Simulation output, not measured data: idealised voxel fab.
The following process module bears the name voxel released beams.
cross-section cut | 245 nm wide | cells 5 nm
In this document a cross-section is written as a grid of square cells. It is given as a series of bands, listed from the top down, and a band is one or more rows of cells. In this notation a band is specified by the heights of its top and bottom, in that order and in nm, after which its materials appear from left to right, each paired with its width in nm. The word "everywhere" attached to a single material means that material fills the band from edge to edge; the word "empty" stands for empty space. All heights in this document are referenced to 0, defined as the level beneath which the wafer, as received, consists entirely of one material. The lowest band is not bounded below; it extends indefinitely downward and is written in the form "from 0 down". Width "30->40": first value at the band's top row of cells, second value at its bottom row, equal change from row to row. "no change occurred" -> step changed no cross-section cell. Closed empty spaces (no open way to the top) of 8 cells or more are what "Unvented voids" lists, each as width x height at distance from the left edge, nm for all three. Step line, after settings: the simulator's comment on this step. overlay nm: right-of-plan distance of the mask on a masked step; negative values mean left-of-plan. Everything after this point is organized in pairs: a cross-section before one process step, a cross-section after it that shows only as deep as the lowest changed band, and, under the pair, the intervening step with its settings. Because different runs of this module on the same starting wafer can supply different pairs, a pair continues from the pair above it only if its entry headed "Status quo ante" says so.
Status quo ante:
    from 0 down: Si everywhere
    Unvented voids: none
State After Step:
    from 10 to 0: Al2O3 everywhere
    below 0: unchanged
    Unvented voids: none
Which step turns the before cross-section above into the after cross-section? CONFORMAL_DEP | material Al2O3 | thk nm 10
Status quo ante: after-state, pair directly above.
State After Step:
    from 25 to 10: SiO2 everywhere
    below 10: unchanged
    Unvented voids: none
Which step turns the before cross-section above into the after cross-section? DIRECTIONAL_DEP | material SiO2 | thk nm 15
Status quo ante: after-state, pair directly above.
State After Step:
    from 40 to 25: resist 75 / empty 35 / resist 135
    below 25: unchanged
    Unvented voids: none
Which step turns the before cross-section above into the after cross-section? PATTERN | tone open | mask id ANCHOR | material resist | width nm 35 | thk nm 15 | overlay nm 0
Status quo ante: after-state, pair directly above.
State After Step:
    from 40 to 25: resist 75 / empty 35 / resist 135
    from 25 to 10: SiO2 75 / empty 35 / SiO2 135
    below 10: unchanged
    Unvented voids: none
Which step turns the before cross-section above into the after cross-section? DIRECTIONAL_ETCH | etch materials SiO2 | depth nm 15
Status quo ante: after-state, pair directly above.
State After Step:
    from 25 to 10: SiO2 75 / empty 35 / SiO2 135
    below 10: unchanged
    Unvented voids: none
Which step turns the before cross-section above into the after cross-section? STRIP | etch materials resist
Status quo ante: after-state, pair directly above.
State After Step:
    from 35 to 25: SiN 85 / empty 15 / SiN 145
    from 25 to 20: SiO2 75 / SiN 10 / empty 15 / SiN 10 / SiO2 135
    from 20 to 10: SiO2 75 / SiN 35 / SiO2 135
    below 10: unchanged
    Unvented voids: none
Which step turns the before cross-section above into the after cross-section? CONFORMAL_DEP | material SiN | thk nm 10
Status quo ante: after-state, pair directly above.
State After Step:
    from 55 to 35: empty 70 / resist 95 / empty 80
    from 35 to 25: SiN 85 / resist 15 / SiN 145
    from 25 to 20: SiO2 75 / SiN 10 / resist 15 / SiN 10 / SiO2 135
    below 20: unchanged
    Unvented voids: none
Which step turns the before cross-section above into the after cross-section? PATTERN | tone cover | mask id BEAM | material resist | width nm 95 | thk nm 20 | overlay nm 0
Status quo ante: after-state, pair directly above.
State After Step:
    from 55 to 35: empty 70 / resist 95 / empty 80
    from 35 to 25: empty 70 / SiN 15 / resist 15 / SiN 65 / empty 80
    below 25: unchanged
    Unvented voids: none
Which step turns the before cross-section above into the after cross-section? DIRECTIONAL_ETCH | etch materials SiN | depth nm 10
Status quo ante: after-state, pair directly above.
State After Step:
    from 35 to 25: empty 70 / SiN 15 / empty 15 / SiN 65 / empty 80
    from 25 to 20: SiO2 75 / SiN 10 / empty 15 / SiN 10 / SiO2 135
    below 20: unchanged
    Unvented voids: none
Which step turns the before cross-section above into the after cross-section? STRIP | etch materials resist
Status quo ante: after-state, pair directly above.
State After Step:
    from 35 to 25: empty 70 / SiN 15 / empty 15 / SiN 65 / empty 80
    from 25 to 20: empty 75 / SiN 10 / empty 15 / SiN 10 / empty 135
    from 20 to 10: empty 75 / SiN 35 / empty 135
    below 10: unchanged
    Unvented voids: none
Which step turns the before cross-section above into the after cross-section? STRIP | etch materials SiO2
Status quo ante:
    from 0 down: Si everywhere
    Unvented voids: none
State After Step:
    from 15 to 0: SiO2 everywhere
    below 0: unchanged
    Unvented voids: none
Which step turns the before cross-section above into the after cross-section? DIRECTIONAL_DEP | material SiO2 | thk nm 15
Status quo ante: after-state, pair directly above.
State After Step:
    from 30 to 15: resist 75 / empty 35 / resist 135
    below 15: unchanged
    Unvented voids: none
Which step turns the before cross-section above into the after cross-section? PATTERN | tone open | mask id ANCHOR | material resist | width nm 35 | thk nm 15 | overlay nm 0
Status quo ante: after-state, pair directly above.
State After Step:
    from 30 to 15: resist 75 / empty 35 / resist 135
    from 15 to 0: SiO2 75 / empty 35 / SiO2 135
    below 0: unchanged
    Unvented voids: none
Which step turns the before cross-section above into the after cross-section? DIRECTIONAL_ETCH | etch materials SiO2 | depth nm 15
Status quo ante: after-state, pair directly above.
State After Step:
    from 15 to 0: SiO2 75 / empty 35 / SiO2 135
    below 0: unchanged
    Unvented voids: none
Which step turns the before cross-section above into the after cross-section? STRIP | etch materials resist
Status quo ante: after-state, pair directly above.
State After Step:
    from 25 to 15: SiN 85 / empty 15 / SiN 145
    from 15 to 10: SiO2 75 / SiN 10 / empty 15 / SiN 10 / SiO2 135
    from 10 to 0: SiO2 75 / SiN 35 / SiO2 135
    below 0: unchanged
    Unvented voids: none
Which step turns the before cross-section above into the after cross-section? CONFORMAL_DEP | material SiN | thk nm 10
Status quo ante: after-state, pair directly above.
State After Step:
    from 45 to 25: empty 70 / resist 95 / empty 80
    from 25 to 15: SiN 85 / resist 15 / SiN 145
    from 15 to 10: SiO2 75 / SiN 10 / resist 15 / SiN 10 / SiO2 135
    below 10: unchanged
    Unvented voids: none
Which step turns the before cross-section above into the after cross-section? PATTERN | tone cover | mask id BEAM | material resist | width nm 95 | thk nm 20 | overlay nm 0
Status quo ante: after-state, pair directly above.
State After Step:
    from 45 to 25: empty 70 / resist 95 / empty 80
    from 25 to 15: empty 70 / SiN 15 / resist 15 / SiN 65 / empty 80
    below 15: unchanged
    Unvented voids: none
Which step turns the before cross-section above into the after cross-section? DIRECTIONAL_ETCH | etch materials SiN | depth nm 10
Status quo ante: after-state, pair directly above.
State After Step:
    from 25 to 15: empty 70 / SiN 15 / empty 15 / SiN 65 / empty 80
    from 15 to 10: SiO2 75 / SiN 10 / empty 15 / SiN 10 / SiO2 135
    below 10: unchanged
    Unvented voids: none
Which step turns the before cross-section above into the after cross-section? STRIP | etch materials resist
Status quo ante: after-state, pair directly above.
State After Step:
    from 25 to 15: empty 70 / SiN 15 / empty 15 / SiN 65 / empty 80
    from 15 to 10: empty 75 / SiN 10 / empty 15 / SiN 10 / empty 135
    from 10 to 0: empty 75 / SiN 35 / empty 135
    below 0: unchanged
    Unvented voids: none
Which step turns the before cross-section above into the after cross-section? STRIP | etch materials SiO2
Status quo ante:
    from 15 to 0: SiO2 everywhere
    from 0 down: Si everywhere
    Unvented voids: none
State After Step:
    from 25 to 15: Al2O3 everywhere
    below 15: unchanged
    Unvented voids: none
Which step turns the before cross-section above into the after cross-section? CONFORMAL_DEP | material Al2O3 | thk nm 10
Status quo ante: after-state, pair directly above.
State After Step:
    from 40 to 25: resist 75 / empty 35 / resist 135
    below 25: unchanged
    Unvented voids: none
Which step turns the before cross-section above into the after cross-section? PATTERN | tone open | mask id ANCHOR | material resist | width nm 35 | thk nm 15 | overlay nm 0
Status quo ante: after-state, pair directly above.
State After Step:
    from 25 to 15: Al2O3 everywhere
    below 15: unchanged
    Unvented voids: none
Which step turns the before cross-section above into the after cross-section? STRIP | etch materials resist
Status quo ante: after-state, pair directly above.
State After Step:
    from 35 to 25: SiN everywhere
    below 25: unchanged
    Unvented voids: none
Which step turns the before cross-section above into the after cross-section? CONFORMAL_DEP | material SiN | thk nm 10
Status quo ante: after-state, pair directly above.
State After Step:
    from 55 to 35: empty 70 / resist 95 / empty 80
    below 35: unchanged
    Unvented voids: none
Which step turns the before cross-section above into the after cross-section? PATTERN | tone cover | mask id BEAM | material resist | width nm 95 | thk nm 20 | overlay nm 0
Status quo ante: after-state, pair directly above.
State After Step:
    from 55 to 35: empty 70 / resist 95 / empty 80
    from 35 to 25: empty 70 / SiN 95 / empty 80
    below 25: unchanged
    Unvented voids: none
Which step turns the before cross-section above into the after cross-section? DIRECTIONAL_ETCH | etch materials SiN | depth nm 10
Status quo ante: after-state, pair directly above.
State After Step:
    from 35 to 25: empty 70 / SiN 95 / empty 80
    below 25: unchanged
    Unvented voids: none
Which step turns the before cross-section above into the after cross-section? STRIP | etch materials resist
Status quo ante:
    from 55 to 35: empty 70 / resist 95 / empty 80
    from 35 to 25: SiN 85 / resist 15 / SiN 145
    from 25 to 20: SiO2 75 / SiN 10 / resist 15 / SiN 10 / SiO2 135
    from 20 to 10: SiO2 75 / SiN 35 / SiO2 135
    from 10 to 0: Al2O3 everywhere
    from 0 down: Si everywhere
    Unvented voids: none
State After Step:
    from 55 to 35: empty 70 / resist 95 / empty 80
    from 35 to 30: empty 70 / SiN 15 / resist 15 / SiN 65 / empty 80
    below 30: unchanged
    Unvented voids: none
Which step turns the before cross-section above into the after cross-section? DIRECTIONAL_ETCH | etch materials SiN | depth nm 5
Status quo ante: after-state, pair directly above.
State After Step:
    from 35 to 30: empty 70 / SiN 15 / empty 15 / SiN 65 / empty 80
    from 30 to 25: SiN 85 / empty 15 / SiN 145
    from 25 to 20: SiO2 75 / SiN 10 / empty 15 / SiN 10 / SiO2 135
    below 20: unchanged
    Unvented voids: none
Which step turns the before cross-section above into the after cross-section? STRIP | etch materials resist
Status quo ante:
    from 35 to 25: SiN 85 / empty 15 / SiN 145
    from 25 to 20: SiO2 75 / SiN 10 / empty 15 / SiN 10 / SiO2 135
    from 20 to 10: SiO2 75 / SiN 35 / SiO2 135
    from 10 to 0: Al2O3 everywhere
    from 0 down: Si everywhere
    Unvented voids: none
State After Step:
    from 55 to 35: empty 70 / resist 100 / empty 75
    from 35 to 25: SiN 85 / resist 15 / SiN 145
    from 25 to 20: SiO2 75 / SiN 10 / resist 15 / SiN 10 / SiO2 135
    below 20: unchanged
    Unvented voids: none
Which step turns the before cross-section above into the after cross-section? PATTERN | tone cover | mask id BEAM | material resist | width nm 100 | thk nm 20 | overlay nm 0
Status quo ante: after-state, pair directly above.
State After Step:
    from 55 to 35: empty 70 / resist 100 / empty 75
    from 35 to 25: empty 70 / SiN 15 / resist 15 / SiN 70 / empty 75
    below 25: unchanged
    Unvented voids: none
Which step turns the before cross-section above into the after cross-section? DIRECTIONAL_ETCH | etch materials SiN | depth nm 10
Status quo ante: after-state, pair directly above.
State After Step:
    from 35 to 25: empty 70 / SiN 15 / empty 15 / SiN 70 / empty 75
    from 25 to 20: SiO2 75 / SiN 10 / empty 15 / SiN 10 / SiO2 135
    below 20: unchanged
    Unvented voids: none
Which step turns the before cross-section above into the after cross-section? STRIP | etch materials resist
Status quo ante: after-state, pair directly above.
State After Step:
    from 35 to 25: empty 70 / SiN 15 / empty 15 / SiN 70 / empty 75
    from 25 to 20: empty 75 / SiN 10 / empty 15 / SiN 10 / empty 135
    from 20 to 10: empty 75 / SiN 35 / empty 135
    below 10: unchanged
    Unvented voids: none
Which step turns the before cross-section above into the after cross-section? STRIP | etch materials SiO2
Status quo ante:
    from 35 to 25: SiN 85 / empty 15 / SiN 145
    from 25 to 20: SiO2 75 / SiN 10 / empty 15 / SiN 10 / SiO2 135
    from 20 to 10: SiO2 75 / SiN 35 / SiO2 135
    from 10 to 0: Al2O3 everywhere
    from 0 down: Si everywhere
    Unvented voids: none
State After Step:
    from 55 to 35: empty 80 / resist 95 / empty 70
    from 35 to 25: SiN 85 / resist 15 / SiN 145
    from 25 to 20: SiO2 75 / SiN 10 / resist 15 / SiN 10 / SiO2 135
    below 20: unchanged
    Unvented voids: none
Which step turns the before cross-section above into the after cross-section? PATTERN | tone cover | mask id BEAM | material resist | width nm 95 | thk nm 20 | overlay nm 10
Status quo ante: after-state, pair directly above.
State After Step:
    from 55 to 35: empty 80 / resist 95 / empty 70
    from 35 to 25: empty 80 / SiN 5 / resist 15 / SiN 75 / empty 70
    below 25: unchanged
    Unvented voids: none
Which step turns the before cross-section above into the after cross-section? DIRECTIONAL_ETCH | etch materials SiN | depth nm 10
Status quo ante: after-state, pair directly above.
State After Step:
    from 35 to 25: empty 80 / SiN 5 / empty 15 / SiN 75 / empty 70
    from 25 to 20: SiO2 75 / SiN 10 / empty 15 / SiN 10 / SiO2 135
    below 20: unchanged
    Unvented voids: none
Which step turns the before cross-section above into the after cross-section? STRIP | etch materials resist
Status quo ante: after-state, pair directly above.
State After Step:
    from 35 to 25: empty 80 / SiN 5 / empty 15 / SiN 75 / empty 70
    from 25 to 20: empty 75 / SiN 10 / empty 15 / SiN 10 / empty 135
    from 20 to 10: empty 75 / SiN 35 / empty 135
    below 10: unchanged
    Unvented voids: none
Which step turns the before cross-section above into the after cross-section? STRIP | etch materials SiO2
Status quo ante:
    from 0 down: Si everywhere
    Unvented voids: none
State After Step:
    from 10 to 0: SiN everywhere
    below 0: unchanged
    Unvented voids: none
Which step turns the before cross-section above into the after cross-section? CONFORMAL_DEP | material SiN | thk nm 10
Status quo ante: after-state, pair directly above.
State After Step:
    from 25 to 10: SiO2 everywhere
    below 10: unchanged
    Unvented voids: none
Which step turns the before cross-section above into the after cross-section? DIRECTIONAL_DEP | material SiO2 | thk nm 15
Status quo ante: after-state, pair directly above.
State After Step:
    from 40 to 25: resist 75 / empty 35 / resist 135
    below 25: unchanged
    Unvented voids: none
Which step turns the before cross-section above into the after cross-section? PATTERN | tone open | mask id ANCHOR | material resist | width nm 35 | thk nm 15 | overlay nm 0
Status quo ante: after-state, pair directly above.
State After Step:
    from 40 to 25: resist 75 / empty 35 / resist 135
    from 25 to 10: SiO2 75 / empty 35 / SiO2 135
    below 10: unchanged
    Unvented voids: none
Which step turns the before cross-section above into the after cross-section? DIRECTIONAL_ETCH | etch materials SiO2 | depth nm 15
Status quo ante: after-state, pair directly above.
State After Step:
    from 25 to 10: SiO2 75 / empty 35 / SiO2 135
    below 10: unchanged
    Unvented voids: none
Which step turns the before cross-section above into the after cross-section? STRIP | etch materials resist
Status quo ante: after-state, pair directly above.
State After Step:
    from 35 to 25: SiN 85 / empty 15 / SiN 145
    from 25 to 20: SiO2 75 / SiN 10 / empty 15 / SiN 10 / SiO2 135
    from 20 to 10: SiO2 75 / SiN 35 / SiO2 135
    below 10: unchanged
    Unvented voids: none
Which step turns the before cross-section above into the after cross-section? CONFORMAL_DEP | material SiN | thk nm 10
Status quo ante: after-state, pair directly above.
State After Step:
    from 55 to 35: empty 70 / resist 95 / empty 80
    from 35 to 25: SiN 85 / resist 15 / SiN 145
    from 25 to 20: SiO2 75 / SiN 10 / resist 15 / SiN 10 / SiO2 135
    below 20: unchanged
    Unvented voids: none
Which step turns the before cross-section above into the after cross-section? PATTERN | tone cover | mask id BEAM | material resist | width nm 95 | thk nm 20 | overlay nm 0
Status quo ante: after-state, pair directly above.
State After Step:
    from 55 to 35: empty 70 / resist 95 / empty 80
    from 35 to 25: empty 70 / SiN 15 / resist 15 / SiN 65 / empty 80
    below 25: unchanged
    Unvented voids: none
Which step turns the before cross-section above into the after cross-section? DIRECTIONAL_ETCH | etch materials SiN | depth nm 10
Status quo ante: after-state, pair directly above.
State After Step:
    from 35 to 25: empty 70 / SiN 15 / empty 15 / SiN 65 / empty 80
    from 25 to 20: SiO2 75 / SiN 10 / empty 15 / SiN 10 / SiO2 135
    below 20: unchanged
    Unvented voids: none
Which step turns the before cross-section above into the after cross-section? STRIP | etch materials resist
Status quo ante: after-state, pair directly above.
State After Step:
    from 35 to 25: empty 70 / SiN 15 / empty 15 / SiN 65 / empty 80
    from 25 to 20: empty 75 / SiN 10 / empty 15 / SiN 10 / empty 135
    from 20 to 10: empty 75 / SiN 35 / empty 135
    below 10: unchanged
    Unvented voids: none
Which step turns the before cross-section above into the after cross-section? STRIP | etch materials SiO2
Status quo ante:
    from 25 to 10: SiO2 everywhere
    from 10 to 0: Al2O3 everywhere
    from 0 down: Si everywhere
    Unvented voids: none
State After Step:
    from 40 to 25: empty 75 / resist 35 / empty 135
    below 25: unchanged
    Unvented voids: none
Which step turns the before cross-section above into the after cross-section? PATTERN | tone cover | mask id ANCHOR | material resist | width nm 35 | thk nm 15 | overlay nm 0
Status quo ante: after-state, pair directly above.
State After Step:
    from 40 to 25: empty 75 / resist 35 / empty 135
    from 25 to 10: empty 75 / SiO2 35 / empty 135
    below 10: unchanged
    Unvented voids: none
Which step turns the before cross-section above into the after cross-section? DIRECTIONAL_ETCH | etch materials SiO2 | depth nm 15
Status quo ante: after-state, pair directly above.
State After Step:
    from 25 to 10: empty 75 / SiO2 35 / empty 135
    below 10: unchanged
    Unvented voids: none
Which step turns the before cross-section above into the after cross-section? STRIP | etch materials resist
Status quo ante: after-state, pair directly above.
State After Step:
    from 35 to 25: empty 65 / SiN 55 / empty 125
    from 25 to 20: empty 65 / SiN 10 / SiO2 35 / SiN 10 / empty 125
    from 20 to 10: SiN 75 / SiO2 35 / SiN 135
    below 10: unchanged
    Unvented voids: none
Which step turns the before cross-section above into the after cross-section? CONFORMAL_DEP | material SiN | thk nm 10
Status quo ante: after-state, pair directly above.
State After Step:
    from 55 to 35: empty 70 / resist 95 / empty 80
    from 35 to 25: empty 65 / SiN 55 / resist 45 / empty 80
    from 25 to 20: empty 65 / SiN 10 / SiO2 35 / SiN 10 / resist 45 / empty 80
    below 20: unchanged
    Unvented voids: none
Which step turns the before cross-section above into the after cross-section? PATTERN | tone cover | mask id BEAM | material resist | width nm 95 | thk nm 20 | overlay nm 0
Status quo ante: after-state, pair directly above.
State After Step:
    from 55 to 35: empty 70 / resist 95 / empty 80
    from 35 to 25: empty 70 / SiN 50 / resist 45 / empty 80
    from 25 to 20: empty 65 / SiN 10 / SiO2 35 / SiN 10 / resist 45 / empty 80
    from 20 to 10: empty 65 / SiN 10 / SiO2 35 / SiN 55 / empty 80
    below 10: unchanged
    Unvented voids: none
Which step turns the before cross-section above into the after cross-section? DIRECTIONAL_ETCH | etch materials SiN | depth nm 10
Status quo ante: after-state, pair directly above.
State After Step:
    from 35 to 25: empty 70 / SiN 50 / empty 125
    from 25 to 20: empty 65 / SiN 10 / SiO2 35 / SiN 10 / empty 125
    below 20: unchanged
    Unvented voids: none
Which step turns the before cross-section above into the after cross-section? STRIP | etch materials resist
